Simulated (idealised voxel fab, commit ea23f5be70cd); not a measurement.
process module | voxel spacer lines
cross-section cut | 270 nm wide | cells 5 nm
A cross-section is a grid of square cells, given in bands from the top down. A band is one or more rows of cells.
Each band's line starts with the height of the band's top and of its bottom, in nm. Then come its materials from left to right, each with its width in nm. One material with "throughout" fills the band from edge to edge. "air" is empty space.
Height 0 is the level under which the wafer as received is all one material. The lowest band goes on downwards, as in "0 down".
A width such as "30 to 40" changes by the same amount from each row of cells to the next, from the band's top row to its bottom row.
"no change" after a step means that no cell of the cross-section changed.
closed voids: empty space of 8 cells or more with no open way to the top, each as width x height at its distance from the left edge, in nm
after a step's settings: what the simulator itself notes on the step
overlay nm, on a step with a mask: how far to the right of its planned place the mask lay; to the left if negative
plan
1 op RECEIVE | material Si
2 op CONFORMAL_DEP | material Al2O3 | thk nm 5
3 op DIRECTIONAL_DEP | material SiN | thk nm 15
4 op DIRECTIONAL_DEP | material aC | thk nm 20
5 op PATTERN | tone cover | mask id MANDREL | material resist | width nm 25 | pitch nm 70 | thk nm 25 | overlay nm 0
6 op DIRECTIONAL_ETCH | etch materials aC | depth nm 20
7 op STRIP | etch materials resist
8 op CONFORMAL_DEP | material SiO2 | thk nm 10
9 op DIRECTIONAL_ETCH | etch materials SiO2 | depth nm 10
10 op STRIP | etch materials aC
11 op DIRECTIONAL_ETCH | etch materials SiN | depth nm 15
12 op STRIP | etch materials SiO2
13 op FILL_DEP | material SiO2 | thk nm 10
14 op CMP | height nm 20
as received, after step 1
  0 down: Si throughout
  closed voids: none
a wafer at the end: this start, this plan, one mistake
  20 to 15: SiO2 throughout
  15 to 0: SiO2 40 | SiN 10 | SiO2 25 | SiN 10 | SiO2 25 | SiN 10 | SiO2 25 | SiN 10 | SiO2 25 | SiN 10 | SiO2 25 | SiN 10 | SiO2 45
  0 down: Si throughout
  closed voids: none
what went wrong: step 2 was left out
